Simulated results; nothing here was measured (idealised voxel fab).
You're looking at the process module voxel local oxidation.
We display cut, a cross-section 240 nm in width whose square cells are each 5 nm.
Cross-section = grid of square cells, listed top down in bands; band = one or more rows. The entry gives the band's vertical extent as a top height and a bottom height in nm, then its horizontal make-up as materials from left to right, each with a width in nm. "empty" stands for empty space; a single material marked "full width" fills the band edge to edge. Note: height 0 marks the level under which the wafer is uniformly one material as received. Lowest band unbounded below, written "0 -> down". The two numbers in a width such as "30 to 40" mark its ends across the band: the first belongs to the top row of cells, the second to the bottom row, and from each row to the next the width moves by the same amount. When a step is marked "nothing was modified", none of the cells in the cross-section changed during that step. "closed voids" specifies each empty space that is not open to the top and that occupies no fewer than 8 cells, using the form width x height at distance, the distance measured from the left edge and all three quantities in nm. That trailing text on a step's line, after the settings, is the simulator's own remark on the step. Regarding "overlay nm": on a step with a mask, it is the distance the mask lay to the right of its planned place; a negative value places it to the left.
-- Planned step list for the process
| 1 | RECEIVE with material Si |
| 2 | OXIDIZE with depth nm 5 |
| 3 | CONFORMAL_DEP with material SiN, thk nm 15 |
| 4 | MASKED_ETCH with tone cover, mask id ACTIVE, width nm 90, etch materials SiN, depth nm 15, overlay nm 0 |
| 5 | SELECTIVE_ETCH with etch materials SiO2, depth nm 5 |
| 6 | OXIDIZE with depth nm 10 |
| 7 | STRIP with etch materials SiN |
-- First wafer out of two, processed as planned
-- Shown in cross-section is the wafer as received, that is, as it stands after step 1
* 0 -> down = Si full width
* closed voids: none
-- The following cross-section depicts the wafer upon completion of step 2
* 0 -> -5 = SiO2 full width
* Unchanged below -5.
-- The following cross-section depicts the wafer upon completion of step 3
* 15 -> 0 = SiN full width
* Unchanged below 0.
-- The following cross-section depicts the wafer upon completion of step 4
* 15 -> 0 = 75 of empty  90 of SiN  75 of empty
* Unchanged below 0.
-- The following cross-section depicts the wafer upon completion of step 5
* 15 -> 0 = 75 of empty  90 of SiN  75 of empty
* 0 -> -5 = 80 of empty  80 of SiO2  80 of empty
* Unchanged below -5.
-- The following cross-section depicts the wafer upon completion of step 6
* 15 -> 0 = 75 of empty  90 of SiN  75 of empty
* 0 -> -5 = 80 of empty  80 of SiO2  80 of empty
* -5 -> -15 = 90 of SiO2  60 of Si  90 of SiO2
* Unchanged below -15.
-- The following cross-section depicts the wafer upon completion of step 7
* 0 -> -5 = 80 of empty  80 of SiO2  80 of empty
* Unchanged below -5.
-- Second wafer - shared start and plan with the first - one error in running - same as the first up to step 6 inclusive
-- Here is the second wafer in cross-section at the point where step 7 of the plan should have been done
* -5 -> -15 = 90 of empty  60 of Si  90 of empty
* Unchanged below -15.
Finding, execution versus plan: contrary to plan, step 7 was performed as STRIP with etch materials SiO2
Final difference in cells, second wafer against first, listed per material as more or fewer: SiO2 -88
